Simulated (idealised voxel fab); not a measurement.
Process module heading - voxel double patterning
For reference, the cross-section in this document is cut, with width 215 nm and square cells of 5 nm.
When this document writes out a cross-section, it uses a grid of square cells and lists it as bands, beginning at the top and moving down, with a band standing for one or more rows of cells. The band entry comprises the height of the band's top followed by the height of its bottom, expressed in nm, and subsequently the band's materials from left to right, each stated together with its width in nm. Where a single material is marked with the word "full width", that material fills the band from edge to edge. The word "air" represents empty space. Heights are reckoned from 0. Under this level, the received wafer is all of one material. The bottommost band is open-ended downward, for example "0 nm and below". You'd read "30 to 40" like this: the band's top row of cells is as wide as the first number, its bottom row is as wide as the second, and going down, every row changes width by the same amount as the row before did. Given "all unchanged" for a step, no cell of the cross-section differs between before and after that step. The label "Closed cavities" introduces a list of the empty spaces, 8 cells or larger, that have no open way up to the top; each entry in it reads width x height at distance, where the distance is taken from the left edge and all three are stated in nm. after a step's settings: what the simulator itself notes on the step. "overlay nm" answers the question of how far to the right of plan the mask lay on a step that has a mask, and when it is negative the answer is to the left.
Listed below are the process steps as planned
1 RECEIVE, material Si
2 CONFORMAL_DEP, material SiO2, thk nm 5
3 DIRECTIONAL_DEP, material TiN, thk nm 20
4 DIRECTIONAL_DEP, material SiCN, thk nm 5
5 PATTERN, tone open, mask id FIRST, material resist, width nm 15, pitch nm 50, thk nm 15, overlay nm 0
6 DIRECTIONAL_ETCH, etch materials SiCN, depth nm 5
7 STRIP, etch materials resist
8 PATTERN, tone open, mask id SECOND, material resist, width nm 15, thk nm 20, overlay nm 0
9 DIRECTIONAL_ETCH, etch materials SiCN, depth nm 5
10 STRIP, etch materials resist
11 DIRECTIONAL_ETCH, etch materials TiN, depth nm 20
12 STRIP, etch materials SiCN
Concerning the first of two wafers, which was run in accordance with the plan
as received, after step 1
* 0 nm and below | Si full width
* Closed cavities: none
The wafer, seen in cross-section, after step 2
* 5 nm to 0 nm | SiO2 full width
* Unchanged below 0.
The wafer, seen in cross-section, after step 3
* 25 nm to 5 nm | TiN full width
* Unchanged below 5.
The wafer, seen in cross-section, after step 4
* 30 nm to 25 nm | SiCN full width
* Unchanged below 25.
The wafer, seen in cross-section, after step 5
* 45 nm to 30 nm | resist (75) / air (15) / resist (35) / air (15) / resist (75)
* Unchanged below 30.
The wafer, seen in cross-section, after step 6
* 45 nm to 30 nm | resist (75) / air (15) / resist (35) / air (15) / resist (75)
* 30 nm to 25 nm | SiCN (75) / air (15) / SiCN (35) / air (15) / SiCN (75)
* Unchanged below 25.
The wafer, seen in cross-section, after step 7
* 30 nm to 25 nm | SiCN (75) / air (15) / SiCN (35) / air (15) / SiCN (75)
* Unchanged below 25.
The wafer, seen in cross-section, after step 8
* 50 nm to 30 nm | resist (100) / air (15) / resist (100)
* 30 nm to 25 nm | SiCN (75) / resist (15) / SiCN (35) / resist (15) / SiCN (75)
* Unchanged below 25.
The wafer, seen in cross-section, after step 9
* 50 nm to 30 nm | resist (100) / air (15) / resist (100)
* 30 nm to 25 nm | SiCN (75) / resist (15) / SiCN (10) / air (15) / SiCN (10) / resist (15) / SiCN (75)
* Unchanged below 25.
The wafer, seen in cross-section, after step 10
* 30 nm to 25 nm | SiCN (75) / air (15) / SiCN (10) / air (15) / SiCN (10) / air (15) / SiCN (75)
* Unchanged below 25.
The wafer, seen in cross-section, after step 11
* 30 nm to 25 nm | SiCN (75) / air (15) / SiCN (10) / air (15) / SiCN (10) / air (15) / SiCN (75)
* 25 nm to 5 nm | TiN (75) / air (15) / TiN (10) / air (15) / TiN (10) / air (15) / TiN (75)
* Unchanged below 5.
The wafer, seen in cross-section, after step 12
* 25 nm to 5 nm | TiN (75) / air (15) / TiN (10) / air (15) / TiN (10) / air (15) / TiN (75)
* Unchanged below 5.
Notes, second wafer: start = first wafer's, plan = first wafer's, execution had one mistake; history identical to first through step 1
The second wafer cut through, at the time step 2 was supposed to be finished
* 20 nm to 0 nm | TiN full width
* Unchanged below 0.
The second wafer cut through, at the time step 3 was supposed to be finished
* 25 nm to 20 nm | SiO2 full width
* Unchanged below 20.
The second wafer cut through, at the time step 4 was supposed to be finished
* 30 nm to 25 nm | SiCN full width
* Unchanged below 25.
The second wafer cut through, at the time step 5 was supposed to be finished
* 45 nm to 30 nm | resist (75) / air (15) / resist (35) / air (15) / resist (75)
* Unchanged below 30.
The second wafer cut through, at the time step 6 was supposed to be finished
* 45 nm to 30 nm | resist (75) / air (15) / resist (35) / air (15) / resist (75)
* 30 nm to 25 nm | SiCN (75) / air (15) / SiCN (35) / air (15) / SiCN (75)
* Unchanged below 25.
The second wafer cut through, at the time step 7 was supposed to be finished
* 30 nm to 25 nm | SiCN (75) / air (15) / SiCN (35) / air (15) / SiCN (75)
* Unchanged below 25.
The second wafer cut through, at the time step 8 was supposed to be finished
* 50 nm to 30 nm | resist (100) / air (15) / resist (100)
* 30 nm to 25 nm | SiCN (75) / resist (15) / SiCN (35) / resist (15) / SiCN (75)
* Unchanged below 25.
The second wafer cut through, at the time step 9 was supposed to be finished
* 50 nm to 30 nm | resist (100) / air (15) / resist (100)
* 30 nm to 25 nm | SiCN (75) / resist (15) / SiCN (10) / air (15) / SiCN (10) / resist (15) / SiCN (75)
* Unchanged below 25.
The second wafer cut through, at the time step 10 was supposed to be finished
* 30 nm to 25 nm | SiCN (75) / air (15) / SiCN (10) / air (15) / SiCN (10) / air (15) / SiCN (75)
* Unchanged below 25.
The second wafer cut through, at the time step 11 was supposed to be finished: all unchanged
The second wafer cut through, at the time step 12 was supposed to be finished
* 25 nm to 20 nm | SiO2 full width
* Unchanged below 20.
What was the processing mistake? plan steps 2 and 3 run swapped
FYI, end of process, the second wafer has more or fewer cells of some materials than the first: 36 more of TiN
